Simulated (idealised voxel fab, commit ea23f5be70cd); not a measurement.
The document below concerns the process module designated voxel wiring stack.
Displayed cross-section: cut, width of 280 nm, square cells sized 5 nm.
Square cells in a grid make up a cross-section in this document, and the grid is given as bands, listed from the top down, each one or more rows of cells.
What a band's entry tells you: where the top is and where the bottom is, as heights in nm, and after that what lies inside, material by material from left to right, each with its width in nm. Empty space is written as the word "air", and a single material marked with the word "throughout" occupies the band from edge to edge.
Basically, 0 is our baseline, since under it the wafer straight out of the box is all one material. The bottom band has no lower end and keeps on going down, so it looks like "0 nm and below".
Per-row width for "30->40": begins at first number (top row of band), ends at second number (bottom row), increment between rows held constant.
It should be understood that the words "nothing was modified", when stated for a given step, signify that the cross-section underwent no change in any of its cells during that step.
"Fully closed voids": empty spaces of 8 cells or more with no open way to the top, each given as width x height at distance, distance from the left edge, all in nm.
If you see something after the settings on a step's line, that's the simulator's own remark about that step.
If you see "overlay nm" on a step's line and that step has a mask, it's telling you how far right of where it was planned the mask ended up; a negative number means it went left instead.

List of planned process steps
- 1: op RECEIVE | material Si
- 2: op CONFORMAL_DEP | material SiO2 | thk nm 10
- 3: op CONFORMAL_DEP | material SiN | thk nm 5
- 4: op DIRECTIONAL_DEP | material lowk | thk nm 25
- 5: op PATTERN | tone open | mask id METAL_1 | material resist | width nm 25 | pitch nm 40 | thk nm 20 | overlay nm 0
- 6: op DIRECTIONAL_ETCH | etch materials lowk | depth nm 25
- 7: op DIRECTIONAL_ETCH | etch materials SiN | depth nm 5
- 8: op STRIP | etch materials resist
- 9: op CONFORMAL_DEP | material TiN | thk nm 5
- 10: op FILL_DEP | material W | thk nm 5
- 11: op CMP | height nm 40
- 12: op CONFORMAL_DEP | material SiCN | thk nm 5
- 13: op DIRECTIONAL_DEP | material SiO2 | thk nm 30
- 14: op PATTERN | tone open | mask id METAL_2_HOLES | material resist | width nm 15 | pitch nm 40 | thk nm 20 | overlay nm 0
- 15: op DIRECTIONAL_ETCH | etch materials SiO2 | depth nm 30
- 16: op STRIP | etch materials resist
- 17: op DIRECTIONAL_DEP | material aC | thk nm 15
- 18: op PATTERN | tone open | mask id METAL_2 | material resist | width nm 25 | pitch nm 40 | thk nm 30 | overlay nm 0
- 19: op DIRECTIONAL_ETCH | etch materials aC | depth nm 15
- 20: op STRIP | etch materials resist
- 21: op DIRECTIONAL_ETCH | etch materials SiO2 | depth nm 15
- 22: op DIRECTIONAL_ETCH | etch materials SiCN | depth nm 5
- 23: op STRIP | etch materials aC
- 24: op CONFORMAL_DEP | material TiN | thk nm 5
- 25: op FILL_DEP | material Cu | thk nm 10
- 26: op CMP | height nm 75
- 27: op CONFORMAL_DEP | material SiCN | thk nm 5
- 28: op DIRECTIONAL_DEP | material lowk | thk nm 25
- 29: op PATTERN | tone open | mask id METAL_3_HOLES | material resist | width nm 15 | pitch nm 40 | thk nm 20 | overlay nm 0
- 30: op DIRECTIONAL_ETCH | etch materials lowk | depth nm 25
- 31: op STRIP | etch materials resist
- 32: op DIRECTIONAL_DEP | material aC | thk nm 10
- 33: op PATTERN | tone open | mask id METAL_3 | material resist | width nm 25 | pitch nm 40 | thk nm 30 | overlay nm 0
- 34: op DIRECTIONAL_ETCH | etch materials aC | depth nm 10
- 35: op STRIP | etch materials resist
- 36: op DIRECTIONAL_ETCH | etch materials lowk | depth nm 15
- 37: op DIRECTIONAL_ETCH | etch materials SiCN | depth nm 5
- 38: op STRIP | etch materials aC
- 39: op CONFORMAL_DEP | material TiN | thk nm 5
- 40: op FILL_DEP | material Cu | thk nm 10
- 41: op CMP | height nm 105
- 42: op CONFORMAL_DEP | material SiCN | thk nm 5

First wafer out of two, processed as planned

Cross-section of the incoming wafer, state after step 1
> 0 nm and below: Si throughout
> Fully closed voids: none

After step 2: wafer cross-section
> 10 nm to 0 nm: SiO2 throughout
> All layers under 0 are left as they were.

After step 3: wafer cross-section
> 15 nm to 10 nm: SiN throughout
> All layers under 10 are left as they were.

After step 4: wafer cross-section
> 40 nm to 15 nm: lowk throughout
> All layers under 15 are left as they were.

After step 5: wafer cross-section
> 60 nm to 40 nm: resist=65  air=25  resist=15  air=25  resist=15  air=25  resist=15  air=25  resist=70
> All layers under 40 are left as they were.

After step 6: wafer cross-section
> 60 nm to 40 nm: resist=65  air=25  resist=15  air=25  resist=15  air=25  resist=15  air=25  resist=70
> 40 nm to 15 nm: lowk=65  air=25  lowk=15  air=25  lowk=15  air=25  lowk=15  air=25  lowk=70
> All layers under 15 are left as they were.

After step 7: wafer cross-section
> 60 nm to 40 nm: resist=65  air=25  resist=15  air=25  resist=15  air=25  resist=15  air=25  resist=70
> 40 nm to 15 nm: lowk=65  air=25  lowk=15  air=25  lowk=15  air=25  lowk=15  air=25  lowk=70
> 15 nm to 10 nm: SiN=65  air=25  SiN=15  air=25  SiN=15  air=25  SiN=15  air=25  SiN=70
> All layers under 10 are left as they were.

After step 8: wafer cross-section
> 40 nm to 15 nm: lowk=65  air=25  lowk=15  air=25  lowk=15  air=25  lowk=15  air=25  lowk=70
> All layers under 15 are left as they were.

After step 9: wafer cross-section
> 45 nm to 40 nm: TiN=70  air=15  TiN=25  air=15  TiN=25  air=15  TiN=25  air=15  TiN=75
> 40 nm to 15 nm: lowk=65  TiN=5  air=15  TiN=5  lowk=15  TiN=5  air=15  TiN=5  lowk=15  TiN=5  air=15  TiN=5  lowk=15  TiN=5  air=15  TiN=5  lowk=70
> 15 nm to 10 nm: SiN=65  TiN=25  SiN=15  TiN=25  SiN=15  TiN=25  SiN=15  TiN=25  SiN=70
> All layers under 10 are left as they were.

After step 10: wafer cross-section
> 50 nm to 45 nm: W throughout
> 45 nm to 40 nm: TiN=70  W=15  TiN=25  W=15  TiN=25  W=15  TiN=25  W=15  TiN=75
> 40 nm to 15 nm: lowk=65  TiN=5  W=15  TiN=5  lowk=15  TiN=5  W=15  TiN=5  lowk=15  TiN=5  W=15  TiN=5  lowk=15  TiN=5  W=15  TiN=5  lowk=70
> All layers under 15 are left as they were.

After step 11: wafer cross-section
> 40 nm to 15 nm: lowk=65  TiN=5  W=15  TiN=5  lowk=15  TiN=5  W=15  TiN=5  lowk=15  TiN=5  W=15  TiN=5  lowk=15  TiN=5  W=15  TiN=5  lowk=70
> All layers under 15 are left as they were.

After step 12: wafer cross-section
> 45 nm to 40 nm: SiCN throughout
> All layers under 40 are left as they were.

After step 13: wafer cross-section
> 75 nm to 45 nm: SiO2 throughout
> All layers under 45 are left as they were.

After step 14: wafer cross-section
> 95 nm to 75 nm: resist=65  air=15  resist=25  air=15  resist=25  air=15  resist=25  air=15  resist=80
> All layers under 75 are left as they were.

After step 15: wafer cross-section
> 95 nm to 75 nm: resist=65  air=15  resist=25  air=15  resist=25  air=15  resist=25  air=15  resist=80
> 75 nm to 45 nm: SiO2=65  air=15  SiO2=25  air=15  SiO2=25  air=15  SiO2=25  air=15  SiO2=80
> All layers under 45 are left as they were.

After step 16: wafer cross-section
> 75 nm to 45 nm: SiO2=65  air=15  SiO2=25  air=15  SiO2=25  air=15  SiO2=25  air=15  SiO2=80
> All layers under 45 are left as they were.

After step 17: wafer cross-section
> 90 nm to 75 nm: aC=65  air=15  aC=25  air=15  aC=25  air=15  aC=25  air=15  aC=80
> 75 nm to 60 nm: SiO2=65  air=15  SiO2=25  air=15  SiO2=25  air=15  SiO2=25  air=15  SiO2=80
> 60 nm to 45 nm: SiO2=65  aC=15  SiO2=25  aC=15  SiO2=25  aC=15  SiO2=25  aC=15  SiO2=80
> All layers under 45 are left as they were.

After step 18: wafer cross-section
> 120 nm to 90 nm: resist=65  air=25  resist=15  air=25  resist=15  air=25  resist=15  air=25  resist=70
> All layers under 90 are left as they were.

After step 19: wafer cross-section
> 105 nm to 90 nm: resist=65  air=25  resist=15  air=25  resist=15  air=25  resist=15  air=25  resist=70
> 90 nm to 75 nm: aC=65  air=25  aC=15  air=25  aC=15  air=25  aC=15  air=25  aC=70
> 75 nm to 45 nm: SiO2=65  air=15  SiO2=25  air=15  SiO2=25  air=15  SiO2=25  air=15  SiO2=80
> All layers under 45 are left as they were.

After step 20: wafer cross-section
> 90 nm to 75 nm: aC=65  air=25  aC=15  air=25  aC=15  air=25  aC=15  air=25  aC=70
> All layers under 75 are left as they were.

After step 21: wafer cross-section
> 90 nm to 75 nm: aC=65  air=25  aC=15  air=25  aC=15  air=25  aC=15  air=25  aC=70
> 75 nm to 60 nm: SiO2=65  air=25  SiO2=15  air=25  SiO2=15  air=25  SiO2=15  air=25  SiO2=70
> All layers under 60 are left as they were.

After step 22: wafer cross-section
> 90 nm to 75 nm: aC=65  air=25  aC=15  air=25  aC=15  air=25  aC=15  air=25  aC=70
> 75 nm to 60 nm: SiO2=65  air=25  SiO2=15  air=25  SiO2=15  air=25  SiO2=15  air=25  SiO2=70
> 60 nm to 45 nm: SiO2=65  air=15  SiO2=25  air=15  SiO2=25  air=15  SiO2=25  air=15  SiO2=80
> 45 nm to 40 nm: SiCN=65  air=15  SiCN=25  air=15  SiCN=25  air=15  SiCN=25  air=15  SiCN=80
> All layers under 40 are left as they were.

After step 23: wafer cross-section
> 75 nm to 60 nm: SiO2=65  air=25  SiO2=15  air=25  SiO2=15  air=25  SiO2=15  air=25  SiO2=70
> All layers under 60 are left as they were.

After step 24: wafer cross-section
> 80 nm to 75 nm: TiN=70  air=15  TiN=25  air=15  TiN=25  air=15  TiN=25  air=15  TiN=75
> 75 nm to 65 nm: SiO2=65  TiN=5  air=15  TiN=5  SiO2=15  TiN=5  air=15  TiN=5  SiO2=15  TiN=5  air=15  TiN=5  SiO2=15  TiN=5  air=15  TiN=5  SiO2=70
> 65 nm to 60 nm: SiO2=65  TiN=5  air=5  TiN=15  SiO2=15  TiN=5  air=5  TiN=15  SiO2=15  TiN=5  air=5  TiN=15  SiO2=15  TiN=5  air=5  TiN=15  SiO2=70
> 60 nm to 45 nm: SiO2=65  TiN=5  air=5  TiN=5  SiO2=25  TiN=5  air=5  TiN=5  SiO2=25  TiN=5  air=5  TiN=5  SiO2=25  TiN=5  air=5  TiN=5  SiO2=80
> 45 nm to 40 nm: SiCN=65  TiN=15  SiCN=25  TiN=15  SiCN=25  TiN=15  SiCN=25  TiN=15  SiCN=80
> All layers under 40 are left as they were.

After step 25: wafer cross-section
> 90 nm to 80 nm: Cu throughout
> 80 nm to 75 nm: TiN=70  Cu=15  TiN=25  Cu=15  TiN=25  Cu=15  TiN=25  Cu=15  TiN=75
> 75 nm to 65 nm: SiO2=65  TiN=5  Cu=15  TiN=5  SiO2=15  TiN=5  Cu=15  TiN=5  SiO2=15  TiN=5  Cu=15  TiN=5  SiO2=15  TiN=5  Cu=15  TiN=5  SiO2=70
> 65 nm to 60 nm: SiO2=65  TiN=5  Cu=5  TiN=15  SiO2=15  TiN=5  Cu=5  TiN=15  SiO2=15  TiN=5  Cu=5  TiN=15  SiO2=15  TiN=5  Cu=5  TiN=15  SiO2=70
> 60 nm to 45 nm: SiO2=65  TiN=5  Cu=5  TiN=5  SiO2=25  TiN=5  Cu=5  TiN=5  SiO2=25  TiN=5  Cu=5  TiN=5  SiO2=25  TiN=5  Cu=5  TiN=5  SiO2=80
> All layers under 45 are left as they were.

After step 26: wafer cross-section
> 75 nm to 65 nm: SiO2=65  TiN=5  Cu=15  TiN=5  SiO2=15  TiN=5  Cu=15  TiN=5  SiO2=15  TiN=5  Cu=15  TiN=5  SiO2=15  TiN=5  Cu=15  TiN=5  SiO2=70
> All layers under 65 are left as they were.

After step 27: wafer cross-section
> 80 nm to 75 nm: SiCN throughout
> All layers under 75 are left as they were.

After step 28: wafer cross-section
> 105 nm to 80 nm: lowk throughout
> All layers under 80 are left as they were.

After step 29: wafer cross-section
> 125 nm to 105 nm: resist=65  air=15  resist=25  air=15  resist=25  air=15  resist=25  air=15  resist=80
> All layers under 105 are left as they were.

After step 30: wafer cross-section
> 125 nm to 105 nm: resist=65  air=15  resist=25  air=15  resist=25  air=15  resist=25  air=15  resist=80
> 105 nm to 80 nm: lowk=65  air=15  lowk=25  air=15  lowk=25  air=15  lowk=25  air=15  lowk=80
> All layers under 80 are left as they were.

After step 31: wafer cross-section
> 105 nm to 80 nm: lowk=65  air=15  lowk=25  air=15  lowk=25  air=15  lowk=25  air=15  lowk=80
> All layers under 80 are left as they were.

After step 32: wafer cross-section
> 115 nm to 105 nm: aC=65  air=15  aC=25  air=15  aC=25  air=15  aC=25  air=15  aC=80
> 105 nm to 90 nm: lowk=65  air=15  lowk=25  air=15  lowk=25  air=15  lowk=25  air=15  lowk=80
> 90 nm to 80 nm: lowk=65  aC=15  lowk=25  aC=15  lowk=25  aC=15  lowk=25  aC=15  lowk=80
> All layers under 80 are left as they were.

After step 33: wafer cross-section
> 145 nm to 115 nm: resist=65  air=25  resist=15  air=25  resist=15  air=25  resist=15  air=25  resist=70
> All layers under 115 are left as they were.

After step 34: wafer cross-section
> 135 nm to 115 nm: resist=65  air=25  resist=15  air=25  resist=15  air=25  resist=15  air=25  resist=70
> 115 nm to 105 nm: aC=65  air=25  aC=15  air=25  aC=15  air=25  aC=15  air=25  aC=70
> 105 nm to 80 nm: lowk=65  air=15  lowk=25  air=15  lowk=25  air=15  lowk=25  air=15  lowk=80
> All layers under 80 are left as they were.

After step 35: wafer cross-section
> 115 nm to 105 nm: aC=65  air=25  aC=15  air=25  aC=15  air=25  aC=15  air=25  aC=70
> All layers under 105 are left as they were.

After step 36: wafer cross-section
> 115 nm to 105 nm: aC=65  air=25  aC=15  air=25  aC=15  air=25  aC=15  air=25  aC=70
> 105 nm to 90 nm: lowk=65  air=25  lowk=15  air=25  lowk=15  air=25  lowk=15  air=25  lowk=70
> All layers under 90 are left as they were.

After step 37: wafer cross-section
> 115 nm to 105 nm: aC=65  air=25  aC=15  air=25  aC=15  air=25  aC=15  air=25  aC=70
> 105 nm to 90 nm: lowk=65  air=25  lowk=15  air=25  lowk=15  air=25  lowk=15  air=25  lowk=70
> 90 nm to 80 nm: lowk=65  air=15  lowk=25  air=15  lowk=25  air=15  lowk=25  air=15  lowk=80
> 80 nm to 75 nm: SiCN=65  air=15  SiCN=25  air=15  SiCN=25  air=15  SiCN=25  air=15  SiCN=80
> All layers under 75 are left as they were.

After step 38: wafer cross-section
> 105 nm to 90 nm: lowk=65  air=25  lowk=15  air=25  lowk=15  air=25  lowk=15  air=25  lowk=70
> All layers under 90 are left as they were.

After step 39: wafer cross-section
> 110 nm to 105 nm: TiN=70  air=15  TiN=25  air=15  TiN=25  air=15  TiN=25  air=15  TiN=75
> 105 nm to 95 nm: lowk=65  TiN=5  air=15  TiN=5  lowk=15  TiN=5  air=15  TiN=5  lowk=15  TiN=5  air=15  TiN=5  lowk=15  TiN=5  air=15  TiN=5  lowk=70
> 95 nm to 90 nm: lowk=65  TiN=5  air=5  TiN=15  lowk=15  TiN=5  air=5  TiN=15  lowk=15  TiN=5  air=5  TiN=15  lowk=15  TiN=5  air=5  TiN=15  lowk=70
> 90 nm to 80 nm: lowk=65  TiN=5  air=5  TiN=5  lowk=25  TiN=5  air=5  TiN=5  lowk=25  TiN=5  air=5  TiN=5  lowk=25  TiN=5  air=5  TiN=5  lowk=80
> 80 nm to 75 nm: SiCN=65  TiN=15  SiCN=25  TiN=15  SiCN=25  TiN=15  SiCN=25  TiN=15  SiCN=80
> All layers under 75 are left as they were.

After step 40: wafer cross-section
> 120 nm to 110 nm: Cu throughout
> 110 nm to 105 nm: TiN=70  Cu=15  TiN=25  Cu=15  TiN=25  Cu=15  TiN=25  Cu=15  TiN=75
> 105 nm to 95 nm: lowk=65  TiN=5  Cu=15  TiN=5  lowk=15  TiN=5  Cu=15  TiN=5  lowk=15  TiN=5  Cu=15  TiN=5  lowk=15  TiN=5  Cu=15  TiN=5  lowk=70
> 95 nm to 90 nm: lowk=65  TiN=5  Cu=5  TiN=15  lowk=15  TiN=5  Cu=5  TiN=15  lowk=15  TiN=5  Cu=5  TiN=15  lowk=15  TiN=5  Cu=5  TiN=15  lowk=70
> 90 nm to 80 nm: lowk=65  TiN=5  Cu=5  TiN=5  lowk=25  TiN=5  Cu=5  TiN=5  lowk=25  TiN=5  Cu=5  TiN=5  lowk=25  TiN=5  Cu=5  TiN=5  lowk=80
> All layers under 80 are left as they were.

After step 41: wafer cross-section
> 105 nm to 95 nm: lowk=65  TiN=5  Cu=15  TiN=5  lowk=15  TiN=5  Cu=15  TiN=5  lowk=15  TiN=5  Cu=15  TiN=5  lowk=15  TiN=5  Cu=15  TiN=5  lowk=70
> All layers under 95 are left as they were.

After step 42: wafer cross-section
> 110 nm to 105 nm: SiCN throughout
> All layers under 105 are left as they were.

Second of two: same start, same plan, one run error; steps up to and including 4 match the first

Second wafer, cross-section, planned end of step 5
> 60 nm to 40 nm: air=65  resist=25  air=15  resist=25  air=15  resist=25  air=15  resist=25  air=70
> All layers under 40 are left as they were.

Second wafer, cross-section, planned end of step 6
> 60 nm to 40 nm: air=65  resist=25  air=15  resist=25  air=15  resist=25  air=15  resist=25  air=70
> 40 nm to 15 nm: air=65  lowk=25  air=15  lowk=25  air=15  lowk=25  air=15  lowk=25  air=70
> All layers under 15 are left as they were.

Second wafer, cross-section, planned end of step 7
> 60 nm to 40 nm: air=65  resist=25  air=15  resist=25  air=15  resist=25  air=15  resist=25  air=70
> 40 nm to 15 nm: air=65  lowk=25  air=15  lowk=25  air=15  lowk=25  air=15  lowk=25  air=70
> 15 nm to 10 nm: air=65  SiN=25  air=15  SiN=25  air=15  SiN=25  air=15  SiN=25  air=70
> All layers under 10 are left as they were.

Second wafer, cross-section, planned end of step 8
> 40 nm to 15 nm: air=65  lowk=25  air=15  lowk=25  air=15  lowk=25  air=15  lowk=25  air=70
> All layers under 15 are left as they were.

Second wafer, cross-section, planned end of step 9
> 45 nm to 40 nm: air=60  TiN=35  air=5  TiN=35  air=5  TiN=35  air=5  TiN=35  air=65
> 40 nm to 15 nm: air=60  TiN=5  lowk=25  TiN=5  air=5  TiN=5  lowk=25  TiN=5  air=5  TiN=5  lowk=25  TiN=5  air=5  TiN=5  lowk=25  TiN=5  air=65
> 15 nm to 10 nm: TiN=65  SiN=25  TiN=15  SiN=25  TiN=15  SiN=25  TiN=15  SiN=25  TiN=70
> All layers under 10 are left as they were.

Second wafer, cross-section, planned end of step 10
> 50 nm to 45 nm: W throughout
> 45 nm to 40 nm: W=60  TiN=35  W=5  TiN=35  W=5  TiN=35  W=5  TiN=35  W=65
> 40 nm to 15 nm: W=60  TiN=5  lowk=25  TiN=5  W=5  TiN=5  lowk=25  TiN=5  W=5  TiN=5  lowk=25  TiN=5  W=5  TiN=5  lowk=25  TiN=5  W=65
> All layers under 15 are left as they were.

Second wafer, cross-section, planned end of step 11
> 40 nm to 15 nm: W=60  TiN=5  lowk=25  TiN=5  W=5  TiN=5  lowk=25  TiN=5  W=5  TiN=5  lowk=25  TiN=5  W=5  TiN=5  lowk=25  TiN=5  W=65
> All layers under 15 are left as they were.

Second wafer, cross-section, planned end of step 12
> 45 nm to 40 nm: SiCN throughout
> All layers under 40 are left as they were.

Second wafer, cross-section, planned end of step 13
> 75 nm to 45 nm: SiO2 throughout
> All layers under 45 are left as they were.

Second wafer, cross-section, planned end of step 14
> 95 nm to 75 nm: resist=65  air=15  resist=25  air=15  resist=25  air=15  resist=25  air=15  resist=80
> All layers under 75 are left as they were.

Second wafer, cross-section, planned end of step 15
> 95 nm to 75 nm: resist=65  air=15  resist=25  air=15  resist=25  air=15  resist=25  air=15  resist=80
> 75 nm to 45 nm: SiO2=65  air=15  SiO2=25  air=15  SiO2=25  air=15  SiO2=25  air=15  SiO2=80
> All layers under 45 are left as they were.

Second wafer, cross-section, planned end of step 16
> 75 nm to 45 nm: SiO2=65  air=15  SiO2=25  air=15  SiO2=25  air=15  SiO2=25  air=15  SiO2=80
> All layers under 45 are left as they were.

Second wafer, cross-section, planned end of step 17
> 90 nm to 75 nm: aC=65  air=15  aC=25  air=15  aC=25  air=15  aC=25  air=15  aC=80
> 75 nm to 60 nm: SiO2=65  air=15  SiO2=25  air=15  SiO2=25  air=15  SiO2=25  air=15  SiO2=80
> 60 nm to 45 nm: SiO2=65  aC=15  SiO2=25  aC=15  SiO2=25  aC=15  SiO2=25  aC=15  SiO2=80
> All layers under 45 are left as they were.

Second wafer, cross-section, planned end of step 18
> 120 nm to 90 nm: resist=65  air=25  resist=15  air=25  resist=15  air=25  resist=15  air=25  resist=70
> All layers under 90 are left as they were.

Second wafer, cross-section, planned end of step 19
> 105 nm to 90 nm: resist=65  air=25  resist=15  air=25  resist=15  air=25  resist=15  air=25  resist=70
> 90 nm to 75 nm: aC=65  air=25  aC=15  air=25  aC=15  air=25  aC=15  air=25  aC=70
> 75 nm to 45 nm: SiO2=65  air=15  SiO2=25  air=15  SiO2=25  air=15  SiO2=25  air=15  SiO2=80
> All layers under 45 are left as they were.

Second wafer, cross-section, planned end of step 20
> 90 nm to 75 nm: aC=65  air=25  aC=15  air=25  aC=15  air=25  aC=15  air=25  aC=70
> All layers under 75 are left as they were.

Second wafer, cross-section, planned end of step 21
> 90 nm to 75 nm: aC=65  air=25  aC=15  air=25  aC=15  air=25  aC=15  air=25  aC=70
> 75 nm to 60 nm: SiO2=65  air=25  SiO2=15  air=25  SiO2=15  air=25  SiO2=15  air=25  SiO2=70
> All layers under 60 are left as they were.

Second wafer, cross-section, planned end of step 22
> 90 nm to 75 nm: aC=65  air=25  aC=15  air=25  aC=15  air=25  aC=15  air=25  aC=70
> 75 nm to 60 nm: SiO2=65  air=25  SiO2=15  air=25  SiO2=15  air=25  SiO2=15  air=25  SiO2=70
> 60 nm to 45 nm: SiO2=65  air=15  SiO2=25  air=15  SiO2=25  air=15  SiO2=25  air=15  SiO2=80
> 45 nm to 40 nm: SiCN=65  air=15  SiCN=25  air=15  SiCN=25  air=15  SiCN=25  air=15  SiCN=80
> All layers under 40 are left as they were.

Second wafer, cross-section, planned end of step 23
> 75 nm to 60 nm: SiO2=65  air=25  SiO2=15  air=25  SiO2=15  air=25  SiO2=15  air=25  SiO2=70
> All layers under 60 are left as they were.

Second wafer, cross-section, planned end of step 24
> 80 nm to 75 nm: TiN=70  air=15  TiN=25  air=15  TiN=25  air=15  TiN=25  air=15  TiN=75
> 75 nm to 65 nm: SiO2=65  TiN=5  air=15  TiN=5  SiO2=15  TiN=5  air=15  TiN=5  SiO2=15  TiN=5  air=15  TiN=5  SiO2=15  TiN=5  air=15  TiN=5  SiO2=70
> 65 nm to 60 nm: SiO2=65  TiN=5  air=5  TiN=15  SiO2=15  TiN=5  air=5  TiN=15  SiO2=15  TiN=5  air=5  TiN=15  SiO2=15  TiN=5  air=5  TiN=15  SiO2=70
> 60 nm to 45 nm: SiO2=65  TiN=5  air=5  TiN=5  SiO2=25  TiN=5  air=5  TiN=5  SiO2=25  TiN=5  air=5  TiN=5  SiO2=25  TiN=5  air=5  TiN=5  SiO2=80
> 45 nm to 40 nm: SiCN=65  TiN=15  SiCN=25  TiN=15  SiCN=25  TiN=15  SiCN=25  TiN=15  SiCN=80
> All layers under 40 are left as they were.

Second wafer, cross-section, planned end of step 25
> 90 nm to 80 nm: Cu throughout
> 80 nm to 75 nm: TiN=70  Cu=15  TiN=25  Cu=15  TiN=25  Cu=15  TiN=25  Cu=15  TiN=75
> 75 nm to 65 nm: SiO2=65  TiN=5  Cu=15  TiN=5  SiO2=15  TiN=5  Cu=15  TiN=5  SiO2=15  TiN=5  Cu=15  TiN=5  SiO2=15  TiN=5  Cu=15  TiN=5  SiO2=70
> 65 nm to 60 nm: SiO2=65  TiN=5  Cu=5  TiN=15  SiO2=15  TiN=5  Cu=5  TiN=15  SiO2=15  TiN=5  Cu=5  TiN=15  SiO2=15  TiN=5  Cu=5  TiN=15  SiO2=70
> 60 nm to 45 nm: SiO2=65  TiN=5  Cu=5  TiN=5  SiO2=25  TiN=5  Cu=5  TiN=5  SiO2=25  TiN=5  Cu=5  TiN=5  SiO2=25  TiN=5  Cu=5  TiN=5  SiO2=80
> All layers under 45 are left as they were.

Second wafer, cross-section, planned end of step 26
> 75 nm to 65 nm: SiO2=65  TiN=5  Cu=15  TiN=5  SiO2=15  TiN=5  Cu=15  TiN=5  SiO2=15  TiN=5  Cu=15  TiN=5  SiO2=15  TiN=5  Cu=15  TiN=5  SiO2=70
> All layers under 65 are left as they were.

Second wafer, cross-section, planned end of step 27
> 80 nm to 75 nm: SiCN throughout
> All layers under 75 are left as they were.

Second wafer, cross-section, planned end of step 28
> 105 nm to 80 nm: lowk throughout
> All layers under 80 are left as they were.

Second wafer, cross-section, planned end of step 29
> 125 nm to 105 nm: resist=65  air=15  resist=25  air=15  resist=25  air=15  resist=25  air=15  resist=80
> All layers under 105 are left as they were.

Second wafer, cross-section, planned end of step 30
> 125 nm to 105 nm: resist=65  air=15  resist=25  air=15  resist=25  air=15  resist=25  air=15  resist=80
> 105 nm to 80 nm: lowk=65  air=15  lowk=25  air=15  lowk=25  air=15  lowk=25  air=15  lowk=80
> All layers under 80 are left as they were.

Second wafer, cross-section, planned end of step 31
> 105 nm to 80 nm: lowk=65  air=15  lowk=25  air=15  lowk=25  air=15  lowk=25  air=15  lowk=80
> All layers under 80 are left as they were.

Second wafer, cross-section, planned end of step 32
> 115 nm to 105 nm: aC=65  air=15  aC=25  air=15  aC=25  air=15  aC=25  air=15  aC=80
> 105 nm to 90 nm: lowk=65  air=15  lowk=25  air=15  lowk=25  air=15  lowk=25  air=15  lowk=80
> 90 nm to 80 nm: lowk=65  aC=15  lowk=25  aC=15  lowk=25  aC=15  lowk=25  aC=15  lowk=80
> All layers under 80 are left as they were.

Second wafer, cross-section, planned end of step 33
> 145 nm to 115 nm: resist=65  air=25  resist=15  air=25  resist=15  air=25  resist=15  air=25  resist=70
> All layers under 115 are left as they were.

Second wafer, cross-section, planned end of step 34
> 135 nm to 115 nm: resist=65  air=25  resist=15  air=25  resist=15  air=25  resist=15  air=25  resist=70
> 115 nm to 105 nm: aC=65  air=25  aC=15  air=25  aC=15  air=25  aC=15  air=25  aC=70
> 105 nm to 80 nm: lowk=65  air=15  lowk=25  air=15  lowk=25  air=15  lowk=25  air=15  lowk=80
> All layers under 80 are left as they were.

Second wafer, cross-section, planned end of step 35
> 115 nm to 105 nm: aC=65  air=25  aC=15  air=25  aC=15  air=25  aC=15  air=25  aC=70
> All layers under 105 are left as they were.

Second wafer, cross-section, planned end of step 36
> 115 nm to 105 nm: aC=65  air=25  aC=15  air=25  aC=15  air=25  aC=15  air=25  aC=70
> 105 nm to 90 nm: lowk=65  air=25  lowk=15  air=25  lowk=15  air=25  lowk=15  air=25  lowk=70
> All layers under 90 are left as they were.

Second wafer, cross-section, planned end of step 37
> 115 nm to 105 nm: aC=65  air=25  aC=15  air=25  aC=15  air=25  aC=15  air=25  aC=70
> 105 nm to 90 nm: lowk=65  air=25  lowk=15  air=25  lowk=15  air=25  lowk=15  air=25  lowk=70
> 90 nm to 80 nm: lowk=65  air=15  lowk=25  air=15  lowk=25  air=15  lowk=25  air=15  lowk=80
> 80 nm to 75 nm: SiCN=65  air=15  SiCN=25  air=15  SiCN=25  air=15  SiCN=25  air=15  SiCN=80
> All layers under 75 are left as they were.

Second wafer, cross-section, planned end of step 38
> 105 nm to 90 nm: lowk=65  air=25  lowk=15  air=25  lowk=15  air=25  lowk=15  air=25  lowk=70
> All layers under 90 are left as they were.

Second wafer, cross-section, planned end of step 39
> 110 nm to 105 nm: TiN=70  air=15  TiN=25  air=15  TiN=25  air=15  TiN=25  air=15  TiN=75
> 105 nm to 95 nm: lowk=65  TiN=5  air=15  TiN=5  lowk=15  TiN=5  air=15  TiN=5  lowk=15  TiN=5  air=15  TiN=5  lowk=15  TiN=5  air=15  TiN=5  lowk=70
> 95 nm to 90 nm: lowk=65  TiN=5  air=5  TiN=15  lowk=15  TiN=5  air=5  TiN=15  lowk=15  TiN=5  air=5  TiN=15  lowk=15  TiN=5  air=5  TiN=15  lowk=70
> 90 nm to 80 nm: lowk=65  TiN=5  air=5  TiN=5  lowk=25  TiN=5  air=5  TiN=5  lowk=25  TiN=5  air=5  TiN=5  lowk=25  TiN=5  air=5  TiN=5  lowk=80
> 80 nm to 75 nm: SiCN=65  TiN=15  SiCN=25  TiN=15  SiCN=25  TiN=15  SiCN=25  TiN=15  SiCN=80
> All layers under 75 are left as they were.

Second wafer, cross-section, planned end of step 40
> 120 nm to 110 nm: Cu throughout
> 110 nm to 105 nm: TiN=70  Cu=15  TiN=25  Cu=15  TiN=25  Cu=15  TiN=25  Cu=15  TiN=75
> 105 nm to 95 nm: lowk=65  TiN=5  Cu=15  TiN=5  lowk=15  TiN=5  Cu=15  TiN=5  lowk=15  TiN=5  Cu=15  TiN=5  lowk=15  TiN=5  Cu=15  TiN=5  lowk=70
> 95 nm to 90 nm: lowk=65  TiN=5  Cu=5  TiN=15  lowk=15  TiN=5  Cu=5  TiN=15  lowk=15  TiN=5  Cu=5  TiN=15  lowk=15  TiN=5  Cu=5  TiN=15  lowk=70
> 90 nm to 80 nm: lowk=65  TiN=5  Cu=5  TiN=5  lowk=25  TiN=5  Cu=5  TiN=5  lowk=25  TiN=5  Cu=5  TiN=5  lowk=25  TiN=5  Cu=5  TiN=5  lowk=80
> All layers under 80 are left as they were.

Second wafer, cross-section, planned end of step 41
> 105 nm to 95 nm: lowk=65  TiN=5  Cu=15  TiN=5  lowk=15  TiN=5  Cu=15  TiN=5  lowk=15  TiN=5  Cu=15  TiN=5  lowk=15  TiN=5  Cu=15  TiN=5  lowk=70
> All layers under 95 are left as they were.

Second wafer, cross-section, planned end of step 42
> 110 nm to 105 nm: SiCN throughout
> All layers under 105 are left as they were.
What broke from the plan during processing? step 5 went in with a setting other than planned; the actual run was op PATTERN | tone cover | mask id METAL_1 | material resist | width nm 25 | pitch nm 40 | thk nm 20 | overlay nm 0
Per the end-of-run cell counts, the second wafer holds more or fewer of some materials than the first: -16 SiN, +16 TiN, +80 W, -80 lowk
